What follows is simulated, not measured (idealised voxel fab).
The document below concerns the process module designated voxel ribs on slabs.
cross-section cut | 285 nm wide | cells 5 nm
In what follows, cross-sections appear as grids of square cells, described through bands that run from the top down, where every band is one or more rows of cells. Top, bottom (nm), then materials left to right with widths (nm); lone material tagged "throughout" fills the whole band edge to edge; "air" = empty space. Counting heights begins at 0, where everything beneath is, in the wafer as received, one material. The lowest band has no bottom; it goes on downwards, as "0 down" shows. The notation "30->40" denotes a width that varies across the rows of cells in the band, beginning at the first number in the top row, finishing at the second number in the bottom row, and changing by an identical amount from each row to the next. Where a step carries "identical to before", the cross-section came out of it unchanged, cell for cell. Enclosed voids (no open way to top), threshold 8 cells or more, entry "closed voids", notation width x height at distance, distance from left edge, nm. after a step's settings: what the simulator itself notes on the step. Steps that use a mask can have "overlay nm" on their line. It says how far the mask sat to the right of where it was meant to be. Negative means to the left.

### The steps planned for the process are as follows
- 1: RECEIVE: material Si
- 2: DIRECTIONAL_DEP: material SiO2, thk nm 20
- 3: DIRECTIONAL_DEP: material polySi, thk nm 25
- 4: PATTERN: tone cover, mask id RIB, material resist, width nm 30, thk nm 15, overlay nm 0
- 5: DIRECTIONAL_ETCH: etch materials polySi, depth nm 10
- 6: STRIP: etch materials resist
- 7: DIRECTIONAL_DEP: material aC, thk nm 10
- 8: PATTERN: tone cover, mask id SLAB, material resist, width nm 90, thk nm 30, overlay nm 0
- 9: DIRECTIONAL_ETCH: etch materials aC, depth nm 10
- 10: STRIP: etch materials resist
- 11: DIRECTIONAL_ETCH: etch materials polySi, depth nm 15
- 12: STRIP: etch materials aC
- 13: FILL_DEP: material SiO2, thk nm 20
- 14: CMP: height nm 60
- 15: DIRECTIONAL_DEP: material W, thk nm 5
- 16: MASKED_ETCH: tone cover, mask id HEATER, width nm 40, etch materials W, depth nm 5, overlay nm 0
- 17: CONFORMAL_DEP: material SiO2, thk nm 10

### Cross-section of the wafer as it came to us, i.e., already through step 1
> 0 down = Si throughout
> closed voids: none

### Looking at the first of two wafers in cross-section at end of module - ran to plan
> 75 to 70 = 110 air / 60 SiO2 / 115 air
> 70 to 65 = SiO2 throughout
> 65 to 60 = 120 SiO2 / 40 W / 125 SiO2
> 60 to 45 = SiO2 throughout
> 45 to 35 = 125 SiO2 / 30 polySi / 130 SiO2
> 35 to 20 = 95 SiO2 / 90 polySi / 100 SiO2
> 20 to 0 = SiO2 throughout
> 0 down = Si throughout
> closed voids: none

### This cross-section belongs to the second wafer of two at the end of the module; the start and the plan were shared with the first, and the run included one mistake
> 80 to 75 = 105 air / 70 SiO2 / 110 air
> 75 to 65 = SiO2 throughout
> 65 to 60 = 120 SiO2 / 40 W / 125 SiO2
> 60 to 45 = SiO2 throughout
> 45 to 35 = 125 SiO2 / 30 polySi / 130 SiO2
> 35 to 20 = 95 SiO2 / 90 polySi / 100 SiO2
> 20 to 0 = SiO2 throughout
> 0 down = Si throughout
> closed voids: none
What was done differently from what was planned? step 17 did not happen as planned, as run it was CONFORMAL_DEP: material SiO2, thk nm 15
Upon completion, the second wafer contains, in terms of cells, a greater or smaller amount of certain materials than the first wafer: +59 SiO2
